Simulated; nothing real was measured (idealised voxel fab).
The process module presented herein is designated voxel quadruple lines.
290 nm wide, 5 nm square cells: that's cross-section cut.
In this document a cross-section is written as a grid of square cells. It is given as a series of bands, listed from the top down, and a band is one or more rows of cells. A band entry consists of two parts. The first gives the height of the band's top and the height of its bottom, in nm. The rest lists the band's materials from left to right, each with its width in nm. A single material labelled with the word "all across" fills the band from edge to edge, and the word "empty" marks empty space. For the purposes of this specification, 0 denotes the height below which the wafer in its as-received condition is composed wholly of one material, and the lowermost band, lacking a lower limit, extends downward without end, as expressed in "0 and below". Top row gets the first number, bottom row gets the second, and each row in between changes by the same step: that is how a band width like "30..40" works. For the purposes of this document, the phrase "remains unaltered" attached to a step denotes that no cell within the cross-section was modified by that step. Trapped cavities: empty space of 8 cells or more with no open way to the top, each as width x height at its distance from the left edge, in nm. after a step's settings: what the simulator itself notes on the step. overlay nm: on a step with a mask, how far right of its planned place the mask lay; negative means left.
The planned process steps are enumerated hereunder:
step 1: RECEIVE, material Si
step 2: CONFORMAL_DEP, material Al2O3, thk nm 5
step 3: DIRECTIONAL_DEP, material W, thk nm 10
step 4: DIRECTIONAL_DEP, material polySi, thk nm 15
step 5: DIRECTIONAL_DEP, material aC, thk nm 20
step 6: PATTERN, tone cover, mask id MANDREL, material resist, width nm 35, pitch nm 100, thk nm 30, overlay nm -15
step 7: DIRECTIONAL_ETCH, etch materials aC, depth nm 20
step 8: STRIP, etch materials resist
step 9: CONFORMAL_DEP, material SiO2, thk nm 15
step 10: DIRECTIONAL_ETCH, etch materials SiO2, depth nm 15
step 11: STRIP, etch materials aC
step 12: DIRECTIONAL_ETCH, etch materials polySi, depth nm 15
step 13: STRIP, etch materials SiO2
step 14: CONFORMAL_DEP, material SiCN, thk nm 10
step 15: DIRECTIONAL_ETCH, etch materials SiCN, depth nm 10
step 16: STRIP, etch materials polySi
step 17: DIRECTIONAL_ETCH, etch materials W, depth nm 10
step 18: STRIP, etch materials SiCN
step 19: FILL_DEP, material SiO2, thk nm 5
step 20: CMP, height nm 15
varied across the wafers: overlay nm of step 6. The plan shows the first wafer's value. All wafers start alike
First wafer of several, as received: cross-section after step 1:
    0 and below: Si all across
    Trapped cavities: none
Each row below is a wafer at the end of the module, listing for every material the number of cells it has gained (+) or lost (-) since it was received, followed by its closed voids:
overlay nm -15, +58 Al2O3, +84 SiO2, +32 W, Trapped cavities: none
overlay nm -10, +58 Al2O3, +84 SiO2, +32 W, Trapped cavities: none
overlay nm -5, +58 Al2O3, +84 SiO2, +32 W, Trapped cavities: none
overlay nm 0, +58 Al2O3, +84 SiO2, +32 W, Trapped cavities: none
overlay nm 5, +58 Al2O3, +84 SiO2, +32 W, Trapped cavities: none
overlay nm 10, +58 Al2O3, +84 SiO2, +32 W, Trapped cavities: none
overlay nm 15, +58 Al2O3, +84 SiO2, +32 W, Trapped cavities: none
